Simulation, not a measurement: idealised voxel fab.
Process module, titled voxel air gaps
This is section cut - it's 240 nm across, gridded in 5 nm square cells.
A cross-section in this document is a grid of square cells, and it is written down as bands, the top band listed before the ones below it; a band is made up of one or more rows of cells. Look at the band entry: it leads with the top's height and the bottom's height in nm. Then it lists the materials left to right, with a width in nm for each. The word "full width" on a single material says that material fills the band edge to edge. The word "blank" is empty space. Ref level 0: as-received wafer is one material below here. Bottom band extends down with no lower bound ("0 nm and below"). You'd read "30->40" like this: the band's top row of cells is as wide as the first number, its bottom row is as wide as the second, and going down, every row changes width by the same amount as the row before did. Where a step carries "same as before", the cross-section came out of it unchanged, cell for cell. Entry "Sealed internal cavities". Content: empty spaces with no open connection to the top, size 8 cells or greater. Each: width x height at distance. Distance: from left edge. Unit: nm. Where a step's line continues beyond its settings, the continuation is a remark by the simulator itself on that step. "overlay nm", when on a step's line for a step with a mask, measures how far to the right of its planned place the mask lay; a negative measure means to the left.

[Listed below are the process steps as planned]
1,op RECEIVE | material Si
2,op CONFORMAL_DEP | material SiO2 | thk nm 15
3,op CONFORMAL_DEP | material SiN | thk nm 5
4,op DIRECTIONAL_DEP | material SiO2 | thk nm 35
5,op DIRECTIONAL_DEP | material aC | thk nm 15
6,op PATTERN | tone open | mask id LINES | material resist | width nm 20 | pitch nm 45 | thk nm 35 | overlay nm 0
7,op DIRECTIONAL_ETCH | etch materials aC | depth nm 15
8,op STRIP | etch materials resist
9,op DIRECTIONAL_ETCH | etch materials SiO2 | depth nm 35
10,op STRIP | etch materials aC
11,op CONFORMAL_DEP | material TiN | thk nm 5
12,op FILL_DEP | material Cu | thk nm 5
13,op CMP | height nm 55
14,op EPI | material Ru | thk nm 10
15,op SELECTIVE_ETCH | etch materials SiO2 | depth nm 45
16,op CONFORMAL_DEP | material SiCN | thk nm 5

[First of two wafers, processed according to plan]

[Cross-section: wafer on arrival = after step 1]
- 0 nm and below  Si full width
- Sealed internal cavities: none

[You're looking at a cross-section of the wafer after step 2]
- 15 nm to 0 nm  SiO2 full width
- Anything lower than 0 is untouched.

[You're looking at a cross-section of the wafer after step 3]
- 20 nm to 15 nm  SiN full width
- Anything lower than 15 is untouched.

[You're looking at a cross-section of the wafer after step 4]
- 55 nm to 20 nm  SiO2 full width
- Anything lower than 20 is untouched.

[You're looking at a cross-section of the wafer after step 5]
- 70 nm to 55 nm  aC full width
- Anything lower than 55 is untouched.

[You're looking at a cross-section of the wafer after step 6]
- 105 nm to 70 nm  40 resist | 20 blank | 25 resist | 20 blank | 25 resist | 20 blank | 25 resist | 20 blank | 45 resist
- Anything lower than 70 is untouched.

[You're looking at a cross-section of the wafer after step 7]
- 90 nm to 70 nm  40 resist | 20 blank | 25 resist | 20 blank | 25 resist | 20 blank | 25 resist | 20 blank | 45 resist
- 70 nm to 55 nm  40 aC | 20 blank | 25 aC | 20 blank | 25 aC | 20 blank | 25 aC | 20 blank | 45 aC
- Anything lower than 55 is untouched.

[You're looking at a cross-section of the wafer after step 8]
- 70 nm to 55 nm  40 aC | 20 blank | 25 aC | 20 blank | 25 aC | 20 blank | 25 aC | 20 blank | 45 aC
- Anything lower than 55 is untouched.

[You're looking at a cross-section of the wafer after step 9]
- 70 nm to 55 nm  40 aC | 20 blank | 25 aC | 20 blank | 25 aC | 20 blank | 25 aC | 20 blank | 45 aC
- 55 nm to 20 nm  40 SiO2 | 20 blank | 25 SiO2 | 20 blank | 25 SiO2 | 20 blank | 25 SiO2 | 20 blank | 45 SiO2
- Anything lower than 20 is untouched.

[You're looking at a cross-section of the wafer after step 10]
- 55 nm to 20 nm  40 SiO2 | 20 blank | 25 SiO2 | 20 blank | 25 SiO2 | 20 blank | 25 SiO2 | 20 blank | 45 SiO2
- Anything lower than 20 is untouched.

[You're looking at a cross-section of the wafer after step 11]
- 60 nm to 55 nm  45 TiN | 10 blank | 35 TiN | 10 blank | 35 TiN | 10 blank | 35 TiN | 10 blank | 50 TiN
- 55 nm to 25 nm  40 SiO2 | 5 TiN | 10 blank | 5 TiN | 25 SiO2 | 5 TiN | 10 blank | 5 TiN | 25 SiO2 | 5 TiN | 10 blank | 5 TiN | 25 SiO2 | 5 TiN | 10 blank | 5 TiN | 45 SiO2
- 25 nm to 20 nm  40 SiO2 | 20 TiN | 25 SiO2 | 20 TiN | 25 SiO2 | 20 TiN | 25 SiO2 | 20 TiN | 45 SiO2
- Anything lower than 20 is untouched.

[You're looking at a cross-section of the wafer after step 12]
- 65 nm to 60 nm  Cu full width
- 60 nm to 55 nm  45 TiN | 10 Cu | 35 TiN | 10 Cu | 35 TiN | 10 Cu | 35 TiN | 10 Cu | 50 TiN
- 55 nm to 25 nm  40 SiO2 | 5 TiN | 10 Cu | 5 TiN | 25 SiO2 | 5 TiN | 10 Cu | 5 TiN | 25 SiO2 | 5 TiN | 10 Cu | 5 TiN | 25 SiO2 | 5 TiN | 10 Cu | 5 TiN | 45 SiO2
- Anything lower than 25 is untouched.

[You're looking at a cross-section of the wafer after step 13]
- 55 nm to 25 nm  40 SiO2 | 5 TiN | 10 Cu | 5 TiN | 25 SiO2 | 5 TiN | 10 Cu | 5 TiN | 25 SiO2 | 5 TiN | 10 Cu | 5 TiN | 25 SiO2 | 5 TiN | 10 Cu | 5 TiN | 45 SiO2
- Anything lower than 25 is untouched.

[You're looking at a cross-section of the wafer after step 14]
- 65 nm to 55 nm  30 blank | 40 Ru | 5 blank | 40 Ru | 5 blank | 40 Ru | 5 blank | 40 Ru | 35 blank
- Anything lower than 55 is untouched.

[You're looking at a cross-section of the wafer after step 15]
- 65 nm to 55 nm  30 blank | 40 Ru | 5 blank | 40 Ru | 5 blank | 40 Ru | 5 blank | 40 Ru | 35 blank
- 55 nm to 25 nm  40 blank | 5 TiN | 10 Cu | 5 TiN | 25 blank | 5 TiN | 10 Cu | 5 TiN | 25 blank | 5 TiN | 10 Cu | 5 TiN | 25 blank | 5 TiN | 10 Cu | 5 TiN | 45 blank
- 25 nm to 20 nm  40 blank | 20 TiN | 25 blank | 20 TiN | 25 blank | 20 TiN | 25 blank | 20 TiN | 45 blank
- Anything lower than 20 is untouched.

[You're looking at a cross-section of the wafer after step 16]
- 70 nm to 65 nm  25 blank | 185 SiCN | 30 blank
- 65 nm to 55 nm  25 blank | 5 SiCN | 40 Ru | 5 SiCN | 40 Ru | 5 SiCN | 40 Ru | 5 SiCN | 40 Ru | 5 SiCN | 30 blank
- 55 nm to 50 nm  25 blank | 15 SiCN | 5 TiN | 10 Cu | 5 TiN | 25 SiCN | 5 TiN | 10 Cu | 5 TiN | 25 SiCN | 5 TiN | 10 Cu | 5 TiN | 25 SiCN | 5 TiN | 10 Cu | 5 TiN | 15 SiCN | 30 blank
- 50 nm to 25 nm  35 blank | 5 SiCN | 5 TiN | 10 Cu | 5 TiN | 5 SiCN | 15 blank | 5 SiCN | 5 TiN | 10 Cu | 5 TiN | 5 SiCN | 15 blank | 5 SiCN | 5 TiN | 10 Cu | 5 TiN | 5 SiCN | 15 blank | 5 SiCN | 5 TiN | 10 Cu | 5 TiN | 5 SiCN | 40 blank
- 25 nm to 20 nm  40 SiCN | 20 TiN | 25 SiCN | 20 TiN | 25 SiCN | 20 TiN | 25 SiCN | 20 TiN | 45 SiCN
- Anything lower than 20 is untouched.
- Sealed internal cavities: 15 x 25 at 65; 15 x 25 at 110; 15 x 25 at 155

[Wafer two. Same start, same plan, one slip in execution. Same as wafer one through step 15, inclusive]

[Cross-section of the second wafer at the time by which step 16 should have been completed according to the plan]
- 70 nm to 65 nm  25 blank | 185 SiO2 | 30 blank
- 65 nm to 55 nm  25 blank | 5 SiO2 | 40 Ru | 5 SiO2 | 40 Ru | 5 SiO2 | 40 Ru | 5 SiO2 | 40 Ru | 5 SiO2 | 30 blank
- 55 nm to 50 nm  25 blank | 15 SiO2 | 5 TiN | 10 Cu | 5 TiN | 25 SiO2 | 5 TiN | 10 Cu | 5 TiN | 25 SiO2 | 5 TiN | 10 Cu | 5 TiN | 25 SiO2 | 5 TiN | 10 Cu | 5 TiN | 15 SiO2 | 30 blank
- 50 nm to 25 nm  35 blank | 5 SiO2 | 5 TiN | 10 Cu | 5 TiN | 5 SiO2 | 15 blank | 5 SiO2 | 5 TiN | 10 Cu | 5 TiN | 5 SiO2 | 15 blank | 5 SiO2 | 5 TiN | 10 Cu | 5 TiN | 5 SiO2 | 15 blank | 5 SiO2 | 5 TiN | 10 Cu | 5 TiN | 5 SiO2 | 40 blank
- 25 nm to 20 nm  40 SiO2 | 20 TiN | 25 SiO2 | 20 TiN | 25 SiO2 | 20 TiN | 25 SiO2 | 20 TiN | 45 SiO2
- Anything lower than 20 is untouched.
- Sealed internal cavities: 15 x 25 at 65; 15 x 25 at 110; 15 x 25 at 155
What was done differently from what was planned? rather than as planned, step 16 actually ran as op CONFORMAL_DEP | material SiO2 | thk nm 5
Upon completion, the second wafer contains, in terms of cells, a greater or smaller amount of certain materials than the first wafer: SiCN -140, SiO2 +140
